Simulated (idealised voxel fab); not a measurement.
process module | voxel transistor to metal
cross-section cut | 205 nm wide | cells 5 nm
A cross-section is a grid of square cells, given in bands from the top down. A band is one or more rows of cells.
Each band's line starts with the height of the band's top and of its bottom, in nm. Then come its materials from left to right, each with its width in nm. One material with "throughout" fills the band from edge to edge. "air" is empty space.
Height 0 is the level under which the wafer as received is all one material. The lowest band goes on downwards, as in "0 down".
A width such as "30 to 40" changes by the same amount from each row of cells to the next, from the band's top row to its bottom row.
"no change" after a step means that no cell of the cross-section changed.
closed voids: empty space of 8 cells or more with no open way to the top, each as width x height at its distance from the left edge, in nm
after a step's settings: what the simulator itself notes on the step
overlay nm, on a step with a mask: how far to the right of its planned place the mask lay; to the left if negative
plan
1 op RECEIVE | material Si
2 op CONFORMAL_DEP | material SiO2 | thk nm 5
3 op CONFORMAL_DEP | material SiN | thk nm 10
4 op DIRECTIONAL_DEP | material aC | thk nm 10
5 op PATTERN | tone cover | mask id ACTIVE | material resist | width nm 135 | thk nm 30 | overlay nm 0
6 op DIRECTIONAL_ETCH | etch materials aC | depth nm 10
7 op STRIP | etch materials resist
8 op DIRECTIONAL_ETCH | etch materials SiN | depth nm 10
9 op DIRECTIONAL_ETCH | etch materials SiO2 | depth nm 5
10 op DIRECTIONAL_ETCH | etch materials Si | depth nm 30
11 op STRIP | etch materials aC
12 op FILL_DEP | material SiO2 | thk nm 15
13 op CMP | height nm 15
14 op SELECTIVE_ETCH | etch materials SiO2 | depth nm 10
15 op STRIP | etch materials SiN
16 op SELECTIVE_ETCH | etch materials SiO2 | depth nm 5
17 op OXIDIZE | depth nm 5
18 op DIRECTIONAL_DEP | material polySi | thk nm 25
19 op DIRECTIONAL_DEP | material SiCN | thk nm 15
20 op MASKED_ETCH | tone cover | mask id GATE | width nm 35 | etch materials SiCN | depth nm 25 | overlay nm 0
21 op MASKED_ETCH | tone cover | mask id GATE | width nm 35 | etch materials polySi | depth nm 35 | overlay nm 0
22 op CONFORMAL_DEP | material SiN | thk nm 10
23 op DIRECTIONAL_ETCH | etch materials SiN | depth nm 10
24 op DIRECTIONAL_ETCH | etch materials SiO2 | depth nm 5
25 op DIRECTIONAL_ETCH | etch materials Si | depth nm 5
26 op EPI | material SiGe | thk nm 5
27 op FILL_DEP | material SiO2 | thk nm 5
28 op CMP | height nm 25
29 op STRIP | etch materials polySi
30 op SELECTIVE_ETCH | etch materials SiO2 | depth nm 5
31 op CONFORMAL_DEP | material HfO2 | thk nm 5
32 op CONFORMAL_DEP | material TiN | thk nm 5
33 op FILL_DEP | material W | thk nm 10
34 op CMP | height nm 20
35 op DIRECTIONAL_DEP | material SiO2 | thk nm 15
36 op PATTERN | tone open | mask id CONTACT | material resist | width nm 20 | pitch nm 95 | thk nm 20 | overlay nm 0
37 op DIRECTIONAL_ETCH | etch materials SiO2 | depth nm 40
38 op STRIP | etch materials resist
39 op CONFORMAL_DEP | material TiN | thk nm 5
40 op FILL_DEP | material W | thk nm 5
41 op CMP | height nm 35
42 op DIRECTIONAL_DEP | material TiN | thk nm 5
43 op DIRECTIONAL_DEP | material W | thk nm 25
44 op DIRECTIONAL_DEP | material aC | thk nm 15
45 op PATTERN | tone cover | mask id METAL_1 | material resist | width nm 20 | pitch nm 95 | thk nm 30 | overlay nm 0
46 op DIRECTIONAL_ETCH | etch materials aC | depth nm 15
47 op STRIP | etch materials resist
48 op DIRECTIONAL_ETCH | etch materials W | depth nm 25
49 op DIRECTIONAL_ETCH | etch materials TiN | depth nm 5
50 op STRIP | etch materials aC
51 op CONFORMAL_DEP | material SiN | thk nm 5
52 op FILL_DEP | material lowk | thk nm 10
53 op CMP | height nm 65
54 op CONFORMAL_DEP | material SiCN | thk nm 5
first wafer, as planned
as received, after step 1
  0 down: Si throughout
  closed voids: none
after step 2
  5 to 0: SiO2 throughout
  below 0: unchanged
after step 3
  15 to 5: SiN throughout
  below 5: unchanged
after step 4
  25 to 15: aC throughout
  below 15: unchanged
after step 5
  55 to 25: air 35 | resist 135 | air 35
  below 25: unchanged
after step 6
  45 to 25: air 35 | resist 135 | air 35
  25 to 15: air 35 | aC 135 | air 35
  below 15: unchanged
after step 7
  25 to 15: air 35 | aC 135 | air 35
  below 15: unchanged
after step 8
  25 to 15: air 35 | aC 135 | air 35
  15 to 5: air 35 | SiN 135 | air 35
  below 5: unchanged
after step 9
  25 to 15: air 35 | aC 135 | air 35
  15 to 5: air 35 | SiN 135 | air 35
  5 to 0: air 35 | SiO2 135 | air 35
  below 0: unchanged
after step 10
  25 to 15: air 35 | aC 135 | air 35
  15 to 5: air 35 | SiN 135 | air 35
  5 to 0: air 35 | SiO2 135 | air 35
  0 to -30: air 35 | Si 135 | air 35
  below -30: unchanged
after step 11
  15 to 5: air 35 | SiN 135 | air 35
  below 5: unchanged
after step 12
  30 to 15: SiO2 throughout
  15 to 5: SiO2 35 | SiN 135 | SiO2 35
  5 to 0: SiO2 throughout
  0 to -30: SiO2 35 | Si 135 | SiO2 35
  below -30: unchanged
after step 13
  15 to 5: SiO2 35 | SiN 135 | SiO2 35
  below 5: unchanged
after step 14
  15 to 5: air 35 | SiN 135 | air 35
  below 5: unchanged
after step 15
  5 to 0: SiO2 throughout
  below 0: unchanged
after step 16
  0 to -30: SiO2 35 | Si 135 | SiO2 35
  below -30: unchanged
after step 17
  0 to -5: SiO2 throughout
  below -5: unchanged
after step 18
  25 to 0: polySi throughout
  below 0: unchanged
after step 19
  40 to 25: SiCN throughout
  below 25: unchanged
after step 20
  40 to 25: air 85 | SiCN 35 | air 85
  below 25: unchanged
after step 21
  40 to 25: air 85 | SiCN 35 | air 85
  25 to 0: air 85 | polySi 35 | air 85
  below 0: unchanged
after step 22
  50 to 40: air 75 | SiN 55 | air 75
  40 to 25: air 75 | SiN 10 | SiCN 35 | SiN 10 | air 75
  25 to 10: air 75 | SiN 10 | polySi 35 | SiN 10 | air 75
  10 to 0: SiN 85 | polySi 35 | SiN 85
  below 0: unchanged
after step 23
  40 to 25: air 75 | SiN 10 | SiCN 35 | SiN 10 | air 75
  25 to 0: air 75 | SiN 10 | polySi 35 | SiN 10 | air 75
  below 0: unchanged
after step 24
  40 to 25: air 75 | SiN 10 | SiCN 35 | SiN 10 | air 75
  25 to 0: air 75 | SiN 10 | polySi 35 | SiN 10 | air 75
  0 to -5: air 75 | SiO2 55 | air 75
  below -5: unchanged
after step 25
  40 to 25: air 75 | SiN 10 | SiCN 35 | SiN 10 | air 75
  25 to 0: air 75 | SiN 10 | polySi 35 | SiN 10 | air 75
  0 to -5: air 75 | SiO2 55 | air 75
  -5 to -10: SiO2 35 | air 40 | Si 55 | air 40 | SiO2 35
  below -10: unchanged
after step 26
  40 to 25: air 75 | SiN 10 | SiCN 35 | SiN 10 | air 75
  25 to 0: air 75 | SiN 10 | polySi 35 | SiN 10 | air 75
  0 to -5: air 70 | SiGe 5 | SiO2 55 | SiGe 5 | air 70
  -5 to -10: SiO2 35 | SiGe 40 | Si 55 | SiGe 40 | SiO2 35
  below -10: unchanged
after step 27
  45 to 40: SiO2 throughout
  40 to 25: SiO2 75 | SiN 10 | SiCN 35 | SiN 10 | SiO2 75
  25 to 0: SiO2 75 | SiN 10 | polySi 35 | SiN 10 | SiO2 75
  0 to -5: SiO2 70 | SiGe 5 | SiO2 55 | SiGe 5 | SiO2 70
  below -5: unchanged
after step 28
  25 to 0: SiO2 75 | SiN 10 | polySi 35 | SiN 10 | SiO2 75
  below 0: unchanged
after step 29
  25 to 0: SiO2 75 | SiN 10 | air 35 | SiN 10 | SiO2 75
  below 0: unchanged
after step 30
  25 to 20: air 75 | SiN 10 | air 35 | SiN 10 | air 75
  20 to 0: SiO2 75 | SiN 10 | air 35 | SiN 10 | SiO2 75
  0 to -5: SiO2 70 | SiGe 5 | SiO2 5 | air 45 | SiO2 5 | SiGe 5 | SiO2 70
  below -5: unchanged
after step 31
  30 to 25: air 70 | HfO2 20 | air 25 | HfO2 20 | air 70
  25 to 20: HfO2 75 | SiN 10 | HfO2 5 | air 25 | HfO2 5 | SiN 10 | HfO2 75
  20 to 0: SiO2 75 | SiN 10 | HfO2 5 | air 25 | HfO2 5 | SiN 10 | SiO2 75
  0 to -5: SiO2 70 | SiGe 5 | SiO2 5 | HfO2 45 | SiO2 5 | SiGe 5 | SiO2 70
  below -5: unchanged
after step 32
  35 to 30: air 65 | TiN 30 | air 15 | TiN 30 | air 65
  30 to 25: TiN 70 | HfO2 20 | TiN 5 | air 15 | TiN 5 | HfO2 20 | TiN 70
  25 to 20: HfO2 75 | SiN 10 | HfO2 5 | TiN 5 | air 15 | TiN 5 | HfO2 5 | SiN 10 | HfO2 75
  20 to 5: SiO2 75 | SiN 10 | HfO2 5 | TiN 5 | air 15 | TiN 5 | HfO2 5 | SiN 10 | SiO2 75
  5 to 0: SiO2 75 | SiN 10 | HfO2 5 | TiN 25 | HfO2 5 | SiN 10 | SiO2 75
  below 0: unchanged
after step 33
  45 to 35: W throughout
  35 to 30: W 65 | TiN 30 | W 15 | TiN 30 | W 65
  30 to 25: TiN 70 | HfO2 20 | TiN 5 | W 15 | TiN 5 | HfO2 20 | TiN 70
  25 to 20: HfO2 75 | SiN 10 | HfO2 5 | TiN 5 | W 15 | TiN 5 | HfO2 5 | SiN 10 | HfO2 75
  20 to 5: SiO2 75 | SiN 10 | HfO2 5 | TiN 5 | W 15 | TiN 5 | HfO2 5 | SiN 10 | SiO2 75
  below 5: unchanged
after step 34
  20 to 5: SiO2 75 | SiN 10 | HfO2 5 | TiN 5 | W 15 | TiN 5 | HfO2 5 | SiN 10 | SiO2 75
  below 5: unchanged
after step 35
  35 to 20: SiO2 throughout
  below 20: unchanged
after step 36
  55 to 35: resist 45 | air 20 | resist 75 | air 20 | resist 45
  below 35: unchanged
after step 37
  55 to 35: resist 45 | air 20 | resist 75 | air 20 | resist 45
  35 to 20: SiO2 45 | air 20 | SiO2 75 | air 20 | SiO2 45
  20 to 5: SiO2 45 | air 20 | SiO2 10 | SiN 10 | HfO2 5 | TiN 5 | W 15 | TiN 5 | HfO2 5 | SiN 10 | SiO2 10 | air 20 | SiO2 45
  5 to 0: SiO2 45 | air 20 | SiO2 10 | SiN 10 | HfO2 5 | TiN 25 | HfO2 5 | SiN 10 | SiO2 10 | air 20 | SiO2 45
  0 to -5: SiO2 45 | air 20 | SiO2 5 | SiGe 5 | SiO2 5 | HfO2 45 | SiO2 5 | SiGe 5 | SiO2 5 | air 20 | SiO2 45
  below -5: unchanged
after step 38
  35 to 20: SiO2 45 | air 20 | SiO2 75 | air 20 | SiO2 45
  below 20: unchanged
after step 39
  40 to 35: TiN 50 | air 10 | TiN 85 | air 10 | TiN 50
  35 to 20: SiO2 45 | TiN 5 | air 10 | TiN 5 | SiO2 75 | TiN 5 | air 10 | TiN 5 | SiO2 45
  20 to 5: SiO2 45 | TiN 5 | air 10 | TiN 5 | SiO2 10 | SiN 10 | HfO2 5 | TiN 5 | W 15 | TiN 5 | HfO2 5 | SiN 10 | SiO2 10 | TiN 5 | air 10 | TiN 5 | SiO2 45
  5 to 0: SiO2 45 | TiN 5 | air 10 | TiN 5 | SiO2 10 | SiN 10 | HfO2 5 | TiN 25 | HfO2 5 | SiN 10 | SiO2 10 | TiN 5 | air 10 | TiN 5 | SiO2 45
  0 to -5: SiO2 45 | TiN 20 | SiO2 5 | SiGe 5 | SiO2 5 | HfO2 45 | SiO2 5 | SiGe 5 | SiO2 5 | TiN 20 | SiO2 45
  below -5: unchanged
after step 40
  45 to 40: W throughout
  40 to 35: TiN 50 | W 10 | TiN 85 | W 10 | TiN 50
  35 to 20: SiO2 45 | TiN 5 | W 10 | TiN 5 | SiO2 75 | TiN 5 | W 10 | TiN 5 | SiO2 45
  20 to 5: SiO2 45 | TiN 5 | W 10 | TiN 5 | SiO2 10 | SiN 10 | HfO2 5 | TiN 5 | W 15 | TiN 5 | HfO2 5 | SiN 10 | SiO2 10 | TiN 5 | W 10 | TiN 5 | SiO2 45
  5 to 0: SiO2 45 | TiN 5 | W 10 | TiN 5 | SiO2 10 | SiN 10 | HfO2 5 | TiN 25 | HfO2 5 | SiN 10 | SiO2 10 | TiN 5 | W 10 | TiN 5 | SiO2 45
  below 0: unchanged
after step 41
  35 to 20: SiO2 45 | TiN 5 | W 10 | TiN 5 | SiO2 75 | TiN 5 | W 10 | TiN 5 | SiO2 45
  below 20: unchanged
after step 42
  40 to 35: TiN throughout
  below 35: unchanged
after step 43
  65 to 40: W throughout
  below 40: unchanged
after step 44
  80 to 65: aC throughout
  below 65: unchanged
after step 45
  110 to 80: air 45 | resist 20 | air 75 | resist 20 | air 45
  below 80: unchanged
after step 46
  95 to 80: air 45 | resist 20 | air 75 | resist 20 | air 45
  80 to 65: air 45 | aC 20 | air 75 | aC 20 | air 45
  below 65: unchanged
after step 47
  80 to 65: air 45 | aC 20 | air 75 | aC 20 | air 45
  below 65: unchanged
after step 48
  80 to 65: air 45 | aC 20 | air 75 | aC 20 | air 45
  65 to 40: air 45 | W 20 | air 75 | W 20 | air 45
  below 40: unchanged
after step 49
  80 to 65: air 45 | aC 20 | air 75 | aC 20 | air 45
  65 to 40: air 45 | W 20 | air 75 | W 20 | air 45
  40 to 35: air 45 | TiN 20 | air 75 | TiN 20 | air 45
  below 35: unchanged
after step 50
  65 to 40: air 45 | W 20 | air 75 | W 20 | air 45
  below 40: unchanged
after step 51
  70 to 65: air 40 | SiN 30 | air 65 | SiN 30 | air 40
  65 to 40: air 40 | SiN 5 | W 20 | SiN 5 | air 65 | SiN 5 | W 20 | SiN 5 | air 40
  40 to 35: SiN 45 | TiN 20 | SiN 75 | TiN 20 | SiN 45
  below 35: unchanged
after step 52
  80 to 70: lowk throughout
  70 to 65: lowk 40 | SiN 30 | lowk 65 | SiN 30 | lowk 40
  65 to 40: lowk 40 | SiN 5 | W 20 | SiN 5 | lowk 65 | SiN 5 | W 20 | SiN 5 | lowk 40
  below 40: unchanged
after step 53
  65 to 40: lowk 40 | SiN 5 | W 20 | SiN 5 | lowk 65 | SiN 5 | W 20 | SiN 5 | lowk 40
  below 40: unchanged
after step 54
  70 to 65: SiCN throughout
  below 65: unchanged
second wafer: like start, like plan, one mistake. Through step 1 it matches the first wafer
when step 2 should have ended: no change
when step 3 should have ended
  10 to 0: SiN throughout
  below 0: unchanged
when step 4 should have ended
  20 to 10: aC throughout
  below 10: unchanged
when step 5 should have ended
  50 to 20: air 35 | resist 135 | air 35
  below 20: unchanged
when step 6 should have ended
  40 to 20: air 35 | resist 135 | air 35
  20 to 10: air 35 | aC 135 | air 35
  below 10: unchanged
when step 7 should have ended
  20 to 10: air 35 | aC 135 | air 35
  below 10: unchanged
when step 8 should have ended
  20 to 10: air 35 | aC 135 | air 35
  10 to 0: air 35 | SiN 135 | air 35
  below 0: unchanged
when step 9 should have ended: no change
when step 10 should have ended
  20 to 10: air 35 | aC 135 | air 35
  10 to 0: air 35 | SiN 135 | air 35
  0 to -30: air 35 | Si 135 | air 35
  below -30: unchanged
when step 11 should have ended
  10 to 0: air 35 | SiN 135 | air 35
  below 0: unchanged
when step 12 should have ended
  25 to 10: SiO2 throughout
  10 to 0: SiO2 35 | SiN 135 | SiO2 35
  0 to -30: SiO2 35 | Si 135 | SiO2 35
  below -30: unchanged
when step 13 should have ended
  15 to 10: SiO2 throughout
  below 10: unchanged
when step 14 should have ended
  10 to 5: air 35 | SiN 135 | air 35
  below 5: unchanged
when step 15 should have ended
  5 to 0: SiO2 35 | air 135 | SiO2 35
  below 0: unchanged
when step 16 should have ended
  0 to -5: SiO2 30 | air 5 | Si 135 | air 5 | SiO2 30
  below -5: unchanged
when step 17 should have ended
  0 to -5: SiO2 30 | air 5 | SiO2 135 | air 5 | SiO2 30
  -5 to -10: SiO2 40 | Si 125 | SiO2 40
  below -10: unchanged
when step 18 should have ended
  25 to 20: polySi 30 | air 5 | polySi 135 | air 5 | polySi 30
  20 to 0: polySi throughout
  0 to -5: SiO2 30 | polySi 5 | SiO2 135 | polySi 5 | SiO2 30
  below -5: unchanged
when step 19 should have ended
  40 to 35: SiCN 30 | air 5 | SiCN 135 | air 5 | SiCN 30
  35 to 25: SiCN throughout
  25 to 20: polySi 30 | SiCN 5 | polySi 135 | SiCN 5 | polySi 30
  below 20: unchanged
when step 20 should have ended
  40 to 25: air 85 | SiCN 35 | air 85
  25 to 20: polySi 30 | air 5 | polySi 135 | air 5 | polySi 30
  below 20: unchanged
when step 21 should have ended
  40 to 25: air 85 | SiCN 35 | air 85
  25 to 0: air 85 | polySi 35 | air 85
  0 to -5: SiO2 30 | air 5 | SiO2 135 | air 5 | SiO2 30
  below -5: unchanged
when step 22 should have ended
  50 to 40: air 75 | SiN 55 | air 75
  40 to 25: air 75 | SiN 10 | SiCN 35 | SiN 10 | air 75
  25 to 10: air 75 | SiN 10 | polySi 35 | SiN 10 | air 75
  10 to 0: SiN 85 | polySi 35 | SiN 85
  0 to -5: SiO2 30 | SiN 5 | SiO2 135 | SiN 5 | SiO2 30
  below -5: unchanged
when step 23 should have ended
  40 to 25: air 75 | SiN 10 | SiCN 35 | SiN 10 | air 75
  25 to 0: air 75 | SiN 10 | polySi 35 | SiN 10 | air 75
  below 0: unchanged
when step 24 should have ended
  40 to 25: air 75 | SiN 10 | SiCN 35 | SiN 10 | air 75
  25 to 0: air 75 | SiN 10 | polySi 35 | SiN 10 | air 75
  0 to -5: air 30 | SiN 5 | air 40 | SiO2 55 | air 40 | SiN 5 | air 30
  below -5: unchanged
when step 25 should have ended
  40 to 25: air 75 | SiN 10 | SiCN 35 | SiN 10 | air 75
  25 to 0: air 75 | SiN 10 | polySi 35 | SiN 10 | air 75
  0 to -5: air 30 | SiN 5 | air 40 | SiO2 55 | air 40 | SiN 5 | air 30
  -5 to -10: SiO2 40 | air 35 | Si 55 | air 35 | SiO2 40
  below -10: unchanged
when step 26 should have ended
  40 to 25: air 75 | SiN 10 | SiCN 35 | SiN 10 | air 75
  25 to 0: air 75 | SiN 10 | polySi 35 | SiN 10 | air 75
  0 to -5: air 30 | SiN 5 | air 35 | SiGe 5 | SiO2 55 | SiGe 5 | air 35 | SiN 5 | air 30
  -5 to -10: SiO2 40 | SiGe 35 | Si 55 | SiGe 35 | SiO2 40
  below -10: unchanged
when step 27 should have ended
  45 to 40: SiO2 throughout
  40 to 25: SiO2 75 | SiN 10 | SiCN 35 | SiN 10 | SiO2 75
  25 to 0: SiO2 75 | SiN 10 | polySi 35 | SiN 10 | SiO2 75
  0 to -5: SiO2 30 | SiN 5 | SiO2 35 | SiGe 5 | SiO2 55 | SiGe 5 | SiO2 35 | SiN 5 | SiO2 30
  below -5: unchanged
when step 28 should have ended
  25 to 0: SiO2 75 | SiN 10 | polySi 35 | SiN 10 | SiO2 75
  below 0: unchanged
when step 29 should have ended
  25 to 0: SiO2 75 | SiN 10 | air 35 | SiN 10 | SiO2 75
  below 0: unchanged
when step 30 should have ended
  25 to 20: air 75 | SiN 10 | air 35 | SiN 10 | air 75
  20 to 0: SiO2 75 | SiN 10 | air 35 | SiN 10 | SiO2 75
  0 to -5: SiO2 30 | SiN 5 | SiO2 35 | SiGe 5 | SiO2 5 | air 45 | SiO2 5 | SiGe 5 | SiO2 35 | SiN 5 | SiO2 30
  below -5: unchanged
when step 31 should have ended
  30 to 25: air 70 | HfO2 20 | air 25 | HfO2 20 | air 70
  25 to 20: HfO2 75 | SiN 10 | HfO2 5 | air 25 | HfO2 5 | SiN 10 | HfO2 75
  20 to 0: SiO2 75 | SiN 10 | HfO2 5 | air 25 | HfO2 5 | SiN 10 | SiO2 75
  0 to -5: SiO2 30 | SiN 5 | SiO2 35 | SiGe 5 | SiO2 5 | HfO2 45 | SiO2 5 | SiGe 5 | SiO2 35 | SiN 5 | SiO2 30
  below -5: unchanged
when step 32 should have ended
  35 to 30: air 65 | TiN 30 | air 15 | TiN 30 | air 65
  30 to 25: TiN 70 | HfO2 20 | TiN 5 | air 15 | TiN 5 | HfO2 20 | TiN 70
  25 to 20: HfO2 75 | SiN 10 | HfO2 5 | TiN 5 | air 15 | TiN 5 | HfO2 5 | SiN 10 | HfO2 75
  20 to 5: SiO2 75 | SiN 10 | HfO2 5 | TiN 5 | air 15 | TiN 5 | HfO2 5 | SiN 10 | SiO2 75
  5 to 0: SiO2 75 | SiN 10 | HfO2 5 | TiN 25 | HfO2 5 | SiN 10 | SiO2 75
  below 0: unchanged
when step 33 should have ended
  45 to 35: W throughout
  35 to 30: W 65 | TiN 30 | W 15 | TiN 30 | W 65
  30 to 25: TiN 70 | HfO2 20 | TiN 5 | W 15 | TiN 5 | HfO2 20 | TiN 70
  25 to 20: HfO2 75 | SiN 10 | HfO2 5 | TiN 5 | W 15 | TiN 5 | HfO2 5 | SiN 10 | HfO2 75
  20 to 5: SiO2 75 | SiN 10 | HfO2 5 | TiN 5 | W 15 | TiN 5 | HfO2 5 | SiN 10 | SiO2 75
  below 5: unchanged
when step 34 should have ended
  20 to 5: SiO2 75 | SiN 10 | HfO2 5 | TiN 5 | W 15 | TiN 5 | HfO2 5 | SiN 10 | SiO2 75
  below 5: unchanged
when step 35 should have ended
  35 to 20: SiO2 throughout
  below 20: unchanged
when step 36 should have ended
  55 to 35: resist 45 | air 20 | resist 75 | air 20 | resist 45
  below 35: unchanged
when step 37 should have ended
  55 to 35: resist 45 | air 20 | resist 75 | air 20 | resist 45
  35 to 20: SiO2 45 | air 20 | SiO2 75 | air 20 | SiO2 45
  20 to 5: SiO2 45 | air 20 | SiO2 10 | SiN 10 | HfO2 5 | TiN 5 | W 15 | TiN 5 | HfO2 5 | SiN 10 | SiO2 10 | air 20 | SiO2 45
  5 to 0: SiO2 45 | air 20 | SiO2 10 | SiN 10 | HfO2 5 | TiN 25 | HfO2 5 | SiN 10 | SiO2 10 | air 20 | SiO2 45
  0 to -5: SiO2 30 | SiN 5 | SiO2 10 | air 20 | SiO2 5 | SiGe 5 | SiO2 5 | HfO2 45 | SiO2 5 | SiGe 5 | SiO2 5 | air 20 | SiO2 10 | SiN 5 | SiO2 30
  below -5: unchanged
when step 38 should have ended
  35 to 20: SiO2 45 | air 20 | SiO2 75 | air 20 | SiO2 45
  below 20: unchanged
when step 39 should have ended
  40 to 35: TiN 50 | air 10 | TiN 85 | air 10 | TiN 50
  35 to 20: SiO2 45 | TiN 5 | air 10 | TiN 5 | SiO2 75 | TiN 5 | air 10 | TiN 5 | SiO2 45
  20 to 5: SiO2 45 | TiN 5 | air 10 | TiN 5 | SiO2 10 | SiN 10 | HfO2 5 | TiN 5 | W 15 | TiN 5 | HfO2 5 | SiN 10 | SiO2 10 | TiN 5 | air 10 | TiN 5 | SiO2 45
  5 to 0: SiO2 45 | TiN 5 | air 10 | TiN 5 | SiO2 10 | SiN 10 | HfO2 5 | TiN 25 | HfO2 5 | SiN 10 | SiO2 10 | TiN 5 | air 10 | TiN 5 | SiO2 45
  0 to -5: SiO2 30 | SiN 5 | SiO2 10 | TiN 20 | SiO2 5 | SiGe 5 | SiO2 5 | HfO2 45 | SiO2 5 | SiGe 5 | SiO2 5 | TiN 20 | SiO2 10 | SiN 5 | SiO2 30
  below -5: unchanged
when step 40 should have ended
  45 to 40: W throughout
  40 to 35: TiN 50 | W 10 | TiN 85 | W 10 | TiN 50
  35 to 20: SiO2 45 | TiN 5 | W 10 | TiN 5 | SiO2 75 | TiN 5 | W 10 | TiN 5 | SiO2 45
  20 to 5: SiO2 45 | TiN 5 | W 10 | TiN 5 | SiO2 10 | SiN 10 | HfO2 5 | TiN 5 | W 15 | TiN 5 | HfO2 5 | SiN 10 | SiO2 10 | TiN 5 | W 10 | TiN 5 | SiO2 45
  5 to 0: SiO2 45 | TiN 5 | W 10 | TiN 5 | SiO2 10 | SiN 10 | HfO2 5 | TiN 25 | HfO2 5 | SiN 10 | SiO2 10 | TiN 5 | W 10 | TiN 5 | SiO2 45
  below 0: unchanged
when step 41 should have ended
  35 to 20: SiO2 45 | TiN 5 | W 10 | TiN 5 | SiO2 75 | TiN 5 | W 10 | TiN 5 | SiO2 45
  below 20: unchanged
when step 42 should have ended
  40 to 35: TiN throughout
  below 35: unchanged
when step 43 should have ended
  65 to 40: W throughout
  below 40: unchanged
when step 44 should have ended
  80 to 65: aC throughout
  below 65: unchanged
when step 45 should have ended
  110 to 80: air 45 | resist 20 | air 75 | resist 20 | air 45
  below 80: unchanged
when step 46 should have ended
  95 to 80: air 45 | resist 20 | air 75 | resist 20 | air 45
  80 to 65: air 45 | aC 20 | air 75 | aC 20 | air 45
  below 65: unchanged
when step 47 should have ended
  80 to 65: air 45 | aC 20 | air 75 | aC 20 | air 45
  below 65: unchanged
when step 48 should have ended
  80 to 65: air 45 | aC 20 | air 75 | aC 20 | air 45
  65 to 40: air 45 | W 20 | air 75 | W 20 | air 45
  below 40: unchanged
when step 49 should have ended
  80 to 65: air 45 | aC 20 | air 75 | aC 20 | air 45
  65 to 40: air 45 | W 20 | air 75 | W 20 | air 45
  40 to 35: air 45 | TiN 20 | air 75 | TiN 20 | air 45
  below 35: unchanged
when step 50 should have ended
  65 to 40: air 45 | W 20 | air 75 | W 20 | air 45
  below 40: unchanged
when step 51 should have ended
  70 to 65: air 40 | SiN 30 | air 65 | SiN 30 | air 40
  65 to 40: air 40 | SiN 5 | W 20 | SiN 5 | air 65 | SiN 5 | W 20 | SiN 5 | air 40
  40 to 35: SiN 45 | TiN 20 | SiN 75 | TiN 20 | SiN 45
  below 35: unchanged
when step 52 should have ended
  80 to 70: lowk throughout
  70 to 65: lowk 40 | SiN 30 | lowk 65 | SiN 30 | lowk 40
  65 to 40: lowk 40 | SiN 5 | W 20 | SiN 5 | lowk 65 | SiN 5 | W 20 | SiN 5 | lowk 40
  below 40: unchanged
when step 53 should have ended
  65 to 40: lowk 40 | SiN 5 | W 20 | SiN 5 | lowk 65 | SiN 5 | W 20 | SiN 5 | lowk 40
  below 40: unchanged
when step 54 should have ended
  70 to 65: SiCN throughout
  below 65: unchanged
what went wrong: step 2 was left out
at the end the second wafer has, in cells: 2 fewer of SiGe | 2 more of SiN
